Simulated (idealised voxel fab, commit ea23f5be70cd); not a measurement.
The process module presented herein is designated voxel self aligned vias.
170 nm wide, 5 nm square cells: that's cross-section cut.
When this document writes out a cross-section, it uses a grid of square cells and lists it as bands, beginning at the top and moving down, with a band standing for one or more rows of cells. Band: top height; bottom height; in nm. Then, left to right: material with width in nm, for each material. "full width": a single material spanning edge to edge. "blank": empty space. The reference from which all heights are counted is 0, the level beneath which the as-received wafer is entirely one material; the lowest band, having no lower bound, proceeds downward and is written after the example "0..down". The expression "30..40" gives the width at the extremes of the band, the first number at its top row of cells and the second at its bottom row, with the width changing by equal amounts from each row to the next in between. The cross-section has no changed cell in any step marked "remained unchanged". In "Enclosed void entries" the enclosed voids are listed, meaning empty spaces of 8 cells or larger without any opening to the top. The form is width x height at distance, distance from the left edge, units nm. That trailing text on a step's line, after the settings, is the simulator's own remark on the step. overlay nm: mask offset rightward from planned place, masked step; negative means leftward offset.

**plan**
1: RECEIVE [material Si]
2: CONFORMAL_DEP [material SiO2] [thk nm 15]
3: CONFORMAL_DEP [material SiCN] [thk nm 5]
4: DIRECTIONAL_DEP [material SiO2] [thk nm 30]
5: MASKED_ETCH [tone open] [mask id LINES] [width nm 30] [pitch nm 75] [etch materials SiO2] [depth nm 30] [overlay nm 0]
6: CONFORMAL_DEP [material TiN] [thk nm 5]
7: FILL_DEP [material W] [thk nm 5]
8: CMP [height nm 50]
9: SELECTIVE_ETCH [etch materials W Ru TiN] [depth nm 10]
10: FILL_DEP [material SiN] [thk nm 5]
11: CMP [height nm 50]
12: DIRECTIONAL_DEP [material SiO2] [thk nm 20]
13: PATTERN [tone open] [mask id VIAS] [material resist] [width nm 50] [pitch nm 75] [thk nm 20] [overlay nm 0]
14: DIRECTIONAL_ETCH [etch materials SiO2] [depth nm 20]
15: DIRECTIONAL_ETCH [etch materials SiN] [depth nm 10]
16: STRIP [etch materials resist]
17: CONFORMAL_DEP [material TiN] [thk nm 5]
18: FILL_DEP [material Cu] [thk nm 5]
19: CMP [height nm 70]
20: CONFORMAL_DEP [material SiCN] [thk nm 5]

**The cross-section here shows the wafer as received, i.e. in its state after step 1**
> 0..down | Si full width
> Enclosed void entries: none

**Post-module cross-section of the first of two wafers (run per plan)**
> 75..70 | SiCN full width
> 70..55 | 20 nm SiO2  5 nm TiN  40 nm Cu  5 nm TiN  25 nm SiO2  5 nm TiN  40 nm Cu  5 nm TiN  25 nm SiO2
> 55..45 | 20..30 nm SiO2  15..5 nm TiN  20 nm Cu  15..5 nm TiN  25..45 nm SiO2  15..5 nm TiN  20 nm Cu  15..5 nm TiN  25..35 nm SiO2
> 45..40 | 30 nm SiO2  30 nm TiN  45 nm SiO2  30 nm TiN  35 nm SiO2
> 40..25 | 30 nm SiO2  5 nm TiN  20 nm W  5 nm TiN  45 nm SiO2  5 nm TiN  20 nm W  5 nm TiN  35 nm SiO2
> 25..20 | 30 nm SiO2  30 nm TiN  45 nm SiO2  30 nm TiN  35 nm SiO2
> 20..15 | SiCN full width
> 15..0 | SiO2 full width
> 0..down | Si full width
> Enclosed void entries: none

**Cross-section at end of module for the second wafer of two, which matched the first in starting point and plan and differed by one mistake in its processing**
> 75..70 | SiCN full width
> 70..55 | 20 nm SiO2  5 nm TiN  40 nm Cu  5 nm TiN  25 nm SiO2  5 nm TiN  40 nm Cu  5 nm TiN  25 nm SiO2
> 55..45 | 20..30 nm SiO2  15..5 nm TiN  20 nm Cu  15..5 nm TiN  25..45 nm SiO2  15..5 nm TiN  20 nm Cu  15..5 nm TiN  25..35 nm SiO2
> 45..40 | 30 nm SiO2  30 nm TiN  45 nm SiO2  30 nm TiN  35 nm SiO2
> 40..25 | 30 nm SiO2  5 nm TiN  20 nm W  5 nm TiN  45 nm SiO2  5 nm TiN  20 nm W  5 nm TiN  35 nm SiO2
> 25..20 | 30 nm SiO2  30 nm TiN  45 nm SiO2  30 nm TiN  35 nm SiO2
> 20..5 | SiO2 full width
> 5..0 | SiCN full width
> 0..down | Si full width
> Enclosed void entries: none
What broke from the plan during processing? deviation from plan: step 3 and step 2 executed in one another's positions
Same inventory, different map: at the end, the second wafer holds as many cells of each material as the first, placed elsewhere.
